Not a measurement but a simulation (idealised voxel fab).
Title: Process Module voxel local oxidation
250 nm wide, 5 nm square cells: that's cross-section cut.
A cross-section in this document is a grid of square cells, and it is written down as bands, the top band listed before the ones below it; a band is made up of one or more rows of cells.
Band: top and bottom heights (nm) first, top before bottom; then materials from left to right, widths in nm. "edge to edge" marks a sole material filling the band edge to edge. "blank" denotes empty space.
Counting heights begins at 0, where everything beneath is, in the wafer as received, one material. The lowest band has no bottom; it goes on downwards, as "from 0 down" shows.
A two-number width, for instance "30..40", indicates that the width is equal to the first number in the top row of the band and to the second number in the bottom row, and that it changes by a constant amount per row of cells.
Step note "nothing was modified" = no cross-section cell changed.
Sealed internal voids: empty space of 8 cells or more with no open way to the top, each as width x height at its distance from the left edge, in nm
That trailing text on a step's line, after the settings, is the simulator's own remark on the step.
The optional step-line setting "overlay nm" applies to steps with a mask and quantifies how far to the right of its planned location the mask lay, a negative value indicating leftward placement.
[The planned process steps are enumerated hereunder]
| 1 | RECEIVE, material Si |
| 2 | CONFORMAL_DEP, material SiO2, thk nm 5 |
| 3 | CONFORMAL_DEP, material SiN, thk nm 15 |
| 4 | PATTERN, tone cover, mask id ACTIVE, material resist, width nm 130, thk nm 15, overlay nm -15 |
| 5 | DIRECTIONAL_ETCH, etch materials SiN, depth nm 15 |
| 6 | STRIP, etch materials resist |
| 7 | SELECTIVE_ETCH, etch materials SiO2, depth nm 5 |
| 8 | OXIDIZE, depth nm 15 |
| 9 | STRIP, etch materials SiN |
Wafer-to-wafer difference: overlay nm, step 4. Common start. Plan = first wafer's value.
[As received, i.e. after step 1: cross-section through the first of several wafers]
* from 0 down: Si edge to edge
* Sealed internal voids: none
[First of several wafers: cross-section at the end of the module, after step 9, its last step]
* from 5 to 0: blank: 50 / SiO2: 120 / blank: 80
* from 0 to -15: SiO2: 65 / Si: 90 / SiO2: 95
* from -15 down: Si edge to edge
* Sealed internal voids: none
[X-section, last wafer, module end]
* from 5 to 0: blank: 80 / SiO2: 120 / blank: 50
* from 0 to -15: SiO2: 95 / Si: 90 / SiO2: 65
* from -15 down: Si edge to edge
* Sealed internal voids: none
[For your reference, the table is organized with a row per wafer; each row reflects the wafer at the end of the module, indicating for each material the cells gained (+) or lost (-) since receipt, and thereafter its closed voids]
overlay nm -15, -96 Si, +120 SiO2, Sealed internal voids: none
overlay nm -10, -96 Si, +120 SiO2, Sealed internal voids: none
overlay nm -5, -96 Si, +120 SiO2, Sealed internal voids: none
overlay nm 0, -96 Si, +120 SiO2, Sealed internal voids: none
overlay nm 5, -96 Si, +120 SiO2, Sealed internal voids: none
overlay nm 10, -96 Si, +120 SiO2, Sealed internal voids: none
overlay nm 15, -96 Si, +120 SiO2, Sealed internal voids: none
